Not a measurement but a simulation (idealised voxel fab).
You're looking at the process module voxel ribs on slabs.
The cross-section on display is named cut; it measures 255 nm wide, and its cells are 5 nm squares.
Think of the cross-section as a grid of square cells. We describe it in bands, top to bottom, and each band covers one or more rows of those cells.
Quick guide to a band line: top height, bottom height (nm) up front; then every material left to right with its width in nm. Only one material and it's marked "all across"? Then it fills the band edge to edge. And "air" just means empty space.
Heights are measured from 0, the level below which the as-received wafer is all one material; the lowest band has no bottom and continues downward, written as in "0 -> down".
Per-row width for "30->40": begins at first number (top row of band), ends at second number (bottom row), increment between rows held constant.
Step marked "same as before"? Then no cell in the cross-section changed in it.
If an empty space has no open way to the top and is at least 8 cells in size, "closed voids" lists it, written width x height at distance, where distance is measured from the left edge and every value is in nm.
The remark found on a step's line after its settings is issued by the simulator itself and pertains to that step.
overlay nm: where the mask lay relative to plan, measured to the right, on steps with a mask; negatives go left.
Intended process steps
1: RECEIVE | material Si
2: DIRECTIONAL_DEP | material SiO2 | thk nm 30
3: DIRECTIONAL_DEP | material SiN | thk nm 15
4: MASKED_ETCH | tone cover | mask id RIB | width nm 20 | etch materials SiN | depth nm 5 | overlay nm 0
5: PATTERN | tone cover | mask id SLAB | material resist | width nm 70 | thk nm 20 | overlay nm 0
6: DIRECTIONAL_ETCH | etch materials SiN | depth nm 10
7: STRIP | etch materials resist
8: FILL_DEP | material SiO2 | thk nm 25
9: CMP | height nm 60
10: DIRECTIONAL_DEP | material W | thk nm 10
11: DIRECTIONAL_DEP | material aC | thk nm 15
12: PATTERN | tone cover | mask id HEATER | material resist | width nm 30 | thk nm 35 | overlay nm 0
13: DIRECTIONAL_ETCH | etch materials aC | depth nm 15
14: STRIP | etch materials resist
15: DIRECTIONAL_ETCH | etch materials W | depth nm 10
16: STRIP | etch materials aC
17: CONFORMAL_DEP | material SiO2 | thk nm 5
First of two wafers, with the run carried out as planned
Cross-section of the wafer as it came to us, i.e., already through step 1
> 0 -> down | Si all across
> closed voids: none
Wafer section view after processing step 2
> 30 -> 0 | SiO2 all across
> Everything below 0 is unchanged.
Wafer section view after processing step 3
> 45 -> 30 | SiN all across
> Everything below 30 is unchanged.
Wafer section view after processing step 4
> 45 -> 40 | air (115); SiN (20); air (120)
> Everything below 40 is unchanged.
Wafer section view after processing step 5
> 65 -> 45 | air (90); resist (70); air (95)
> 45 -> 40 | air (90); resist (25); SiN (20); resist (25); air (95)
> Everything below 40 is unchanged.
Wafer section view after processing step 6
> 65 -> 45 | air (90); resist (70); air (95)
> 45 -> 40 | air (90); resist (25); SiN (20); resist (25); air (95)
> 40 -> 30 | air (90); SiN (70); air (95)
> Everything below 30 is unchanged.
Wafer section view after processing step 7
> 45 -> 40 | air (115); SiN (20); air (120)
> Everything below 40 is unchanged.
Wafer section view after processing step 8
> 70 -> 45 | SiO2 all across
> 45 -> 40 | SiO2 (115); SiN (20); SiO2 (120)
> 40 -> 30 | SiO2 (90); SiN (70); SiO2 (95)
> Everything below 30 is unchanged.
Wafer section view after processing step 9
> 60 -> 45 | SiO2 all across
> Everything below 45 is unchanged.
Wafer section view after processing step 10
> 70 -> 60 | W all across
> Everything below 60 is unchanged.
Wafer section view after processing step 11
> 85 -> 70 | aC all across
> Everything below 70 is unchanged.
Wafer section view after processing step 12
> 120 -> 85 | air (110); resist (30); air (115)
> Everything below 85 is unchanged.
Wafer section view after processing step 13
> 105 -> 85 | air (110); resist (30); air (115)
> 85 -> 70 | air (110); aC (30); air (115)
> Everything below 70 is unchanged.
Wafer section view after processing step 14
> 85 -> 70 | air (110); aC (30); air (115)
> Everything below 70 is unchanged.
Wafer section view after processing step 15
> 85 -> 70 | air (110); aC (30); air (115)
> 70 -> 60 | air (110); W (30); air (115)
> Everything below 60 is unchanged.
Wafer section view after processing step 16
> 70 -> 60 | air (110); W (30); air (115)
> Everything below 60 is unchanged.
Wafer section view after processing step 17
> 75 -> 70 | air (105); SiO2 (40); air (110)
> 70 -> 65 | air (105); SiO2 (5); W (30); SiO2 (5); air (110)
> 65 -> 60 | SiO2 (110); W (30); SiO2 (115)
> Everything below 60 is unchanged.
Second wafer. Start and plan as for the first. One mistake made in running. Agrees with the first up to and including step 2
Second wafer: cross-section at the scheduled end of step 3
> 60 -> 30 | SiN all across
> Everything below 30 is unchanged.
Second wafer: cross-section at the scheduled end of step 4
> 60 -> 55 | air (115); SiN (20); air (120)
> Everything below 55 is unchanged.
Second wafer: cross-section at the scheduled end of step 5
> 80 -> 60 | air (90); resist (70); air (95)
> 60 -> 55 | air (90); resist (25); SiN (20); resist (25); air (95)
> Everything below 55 is unchanged.
Second wafer: cross-section at the scheduled end of step 6
> 80 -> 60 | air (90); resist (70); air (95)
> 60 -> 55 | air (90); resist (25); SiN (20); resist (25); air (95)
> 55 -> 45 | air (90); SiN (70); air (95)
> Everything below 45 is unchanged.
Second wafer: cross-section at the scheduled end of step 7
> 60 -> 55 | air (115); SiN (20); air (120)
> Everything below 55 is unchanged.
Second wafer: cross-section at the scheduled end of step 8
> 85 -> 60 | SiO2 all across
> 60 -> 55 | SiO2 (115); SiN (20); SiO2 (120)
> 55 -> 45 | SiO2 (90); SiN (70); SiO2 (95)
> Everything below 45 is unchanged.
Second wafer: cross-section at the scheduled end of step 9
> 60 -> 55 | SiO2 (115); SiN (20); SiO2 (120)
> Everything below 55 is unchanged.
Second wafer: cross-section at the scheduled end of step 10
> 70 -> 60 | W all across
> Everything below 60 is unchanged.
Second wafer: cross-section at the scheduled end of step 11
> 85 -> 70 | aC all across
> Everything below 70 is unchanged.
Second wafer: cross-section at the scheduled end of step 12
> 120 -> 85 | air (110); resist (30); air (115)
> Everything below 85 is unchanged.
Second wafer: cross-section at the scheduled end of step 13
> 105 -> 85 | air (110); resist (30); air (115)
> 85 -> 70 | air (110); aC (30); air (115)
> Everything below 70 is unchanged.
Second wafer: cross-section at the scheduled end of step 14
> 85 -> 70 | air (110); aC (30); air (115)
> Everything below 70 is unchanged.
Second wafer: cross-section at the scheduled end of step 15
> 85 -> 70 | air (110); aC (30); air (115)
> 70 -> 60 | air (110); W (30); air (115)
> Everything below 60 is unchanged.
Second wafer: cross-section at the scheduled end of step 16
> 70 -> 60 | air (110); W (30); air (115)
> Everything below 60 is unchanged.
Second wafer: cross-section at the scheduled end of step 17
> 75 -> 70 | air (105); SiO2 (40); air (110)
> 70 -> 65 | air (105); SiO2 (5); W (30); SiO2 (5); air (110)
> 65 -> 60 | SiO2 (110); W (30); SiO2 (115)
> Everything below 60 is unchanged.
Heads up, the wafer didn't run the way we planned it: the plan had its step 3 run twice
The final cell counts differ between the wafers, with the second having more or fewer of some materials than the first: 153 more of SiN; 153 fewer of SiO2
